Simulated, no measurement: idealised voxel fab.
process module | voxel self aligned contacts
cross-section cut | 265 nm wide | cells 5 nm
A cross-section is a grid of square cells, given in bands from the top down. A band is one or more rows of cells.
Each band's line starts with the height of the band's top and of its bottom, in nm. Then come its materials from left to right, each with its width in nm. One material with "throughout" fills the band from edge to edge. "air" is empty space.
Height 0 is the level under which the wafer as received is all one material. The lowest band goes on downwards, as in "0 down".
A width such as "30 to 40" changes by the same amount from each row of cells to the next, from the band's top row to its bottom row.
"no change" after a step means that no cell of the cross-section changed.
closed voids: empty space of 8 cells or more with no open way to the top, each as width x height at its distance from the left edge, in nm
after a step's settings: what the simulator itself notes on the step
overlay nm, on a step with a mask: how far to the right of its planned place the mask lay; to the left if negative
plan
1 op RECEIVE | material Si
2 op CONFORMAL_DEP | material SiO2 | thk nm 5
3 op DIRECTIONAL_DEP | material polySi | thk nm 20
4 op DIRECTIONAL_DEP | material SiN | thk nm 15
5 op PATTERN | tone cover | mask id GATE | material resist | width nm 35 | pitch nm 70 | thk nm 15 | overlay nm 0
6 op DIRECTIONAL_ETCH | etch materials SiN | depth nm 15
7 op DIRECTIONAL_ETCH | etch materials polySi | depth nm 20
8 op STRIP | etch materials resist
9 op CONFORMAL_DEP | material SiN | thk nm 5
10 op DIRECTIONAL_ETCH | etch materials SiN | depth nm 5
11 op FILL_DEP | material SiO2 | thk nm 10
12 op CMP | height nm 45
13 op PATTERN | tone open | mask id CONTACT | material resist | width nm 55 | thk nm 20 | overlay nm 0
14 op DIRECTIONAL_ETCH | etch materials SiO2 | depth nm 45
15 op STRIP | etch materials resist
16 op CONFORMAL_DEP | material TiN | thk nm 5
17 op FILL_DEP | material W | thk nm 5
18 op CMP | height nm 45
19 op CONFORMAL_DEP | material SiCN | thk nm 5
as received, after step 1
  0 down: Si throughout
  closed voids: none
a wafer at the end: this start, this plan, one mistake
  50 to 45: SiCN throughout
  45 to 40: SiO2 105 | TiN 15 | W 25 | TiN 15 | SiO2 105
  40 to 25: SiO2 80 | SiN 35 | TiN 5 | W 25 | TiN 5 | SiN 35 | SiO2 80
  25 to 5: SiO2 80 | SiN 5 | polySi 25 | SiN 5 | TiN 5 | W 25 | TiN 5 | SiN 5 | polySi 25 | SiN 5 | SiO2 80
  5 to 0: SiO2 115 | TiN 35 | SiO2 115
  0 down: Si throughout
  closed voids: none
what went wrong: step 5 ran as: op PATTERN | tone cover | mask id GATE | material resist | width nm 25 | pitch nm 70 | thk nm 15 | overlay nm 0
